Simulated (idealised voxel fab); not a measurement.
process module | voxel self aligned vias
cross-section cut | 280 nm wide | cells 5 nm
A cross-section is a grid of square cells, given in bands from the top down. A band is one or more rows of cells.
Each band's line starts with the height of the band's top and of its bottom, in nm. Then come its materials from left to right, each with its width in nm. One material with "throughout" fills the band from edge to edge. "air" is empty space.
Height 0 is the level under which the wafer as received is all one material. The lowest band goes on downwards, as in "0 down".
A width such as "30 to 40" changes by the same amount from each row of cells to the next, from the band's top row to its bottom row.
"no change" after a step means that no cell of the cross-section changed.
closed voids: empty space of 8 cells or more with no open way to the top, each as width x height at its distance from the left edge, in nm
after a step's settings: what the simulator itself notes on the step
overlay nm, on a step with a mask: how far to the right of its planned place the mask lay; to the left if negative
plan
1 op RECEIVE | material Si
2 op CONFORMAL_DEP | material SiO2 | thk nm 10
3 op CONFORMAL_DEP | material SiCN | thk nm 5
4 op DIRECTIONAL_DEP | material SiO2 | thk nm 30
5 op MASKED_ETCH | tone open | mask id LINES | width nm 25 | pitch nm 75 | etch materials SiO2 | depth nm 30 | overlay nm 0
6 op CONFORMAL_DEP | material TiN | thk nm 5
7 op FILL_DEP | material W | thk nm 10
8 op CMP | height nm 45
9 op SELECTIVE_ETCH | etch materials W Ru TiN | depth nm 5
10 op FILL_DEP | material SiN | thk nm 10
11 op CMP | height nm 45
12 op DIRECTIONAL_DEP | material SiO2 | thk nm 15
13 op PATTERN | tone open | mask id VIAS | material resist | width nm 45 | thk nm 20 | overlay nm 0
14 op DIRECTIONAL_ETCH | etch materials SiO2 | depth nm 15
15 op DIRECTIONAL_ETCH | etch materials SiN | depth nm 5
16 op STRIP | etch materials resist
17 op CONFORMAL_DEP | material TiN | thk nm 5
18 op FILL_DEP | material Cu | thk nm 10
19 op CMP | height nm 60
20 op CONFORMAL_DEP | material SiCN | thk nm 5
as received, after step 1
  0 down: Si throughout
  closed voids: none
first wafer at the end, as planned
  65 to 60: SiCN throughout
  60 to 50: SiO2 80 | TiN 5 | Cu 35 | TiN 5 | SiO2 155
  50 to 45: SiO2 80 | TiN 15 | Cu 15 | TiN 15 | SiO2 155
  45 to 40: SiO2 90 | TiN 25 | SiO2 50 | SiN 25 | SiO2 90
  40 to 20: SiO2 90 | TiN 5 | W 15 | TiN 5 | SiO2 50 | TiN 5 | W 15 | TiN 5 | SiO2 90
  20 to 15: SiO2 90 | TiN 25 | SiO2 50 | TiN 25 | SiO2 90
  15 to 10: SiCN throughout
  10 to 0: SiO2 throughout
  0 down: Si throughout
  closed voids: none
second wafer at the end: like start, like plan, one mistake
  65 to 60: SiCN throughout
  60 to 50: Cu 75 | TiN 5 | SiO2 45 | TiN 5 | Cu 150
  50 to 45: TiN 80 | SiO2 45 | TiN 45 | Cu 15 | TiN 95
  45 to 40: SiO2 90 | SiN 25 | SiO2 50 | TiN 25 | SiO2 90
  40 to 20: SiO2 90 | TiN 5 | W 15 | TiN 5 | SiO2 50 | TiN 5 | W 15 | TiN 5 | SiO2 90
  20 to 15: SiO2 90 | TiN 25 | SiO2 50 | TiN 25 | SiO2 90
  15 to 10: SiCN throughout
  10 to 0: SiO2 throughout
  0 down: Si throughout
  closed voids: none
what went wrong: step 13 ran as: op PATTERN | tone cover | mask id VIAS | material resist | width nm 45 | thk nm 20 | overlay nm 0
at the end the second wafer has, in cells: 76 more of Cu | 114 fewer of SiO2 | 38 more of TiN
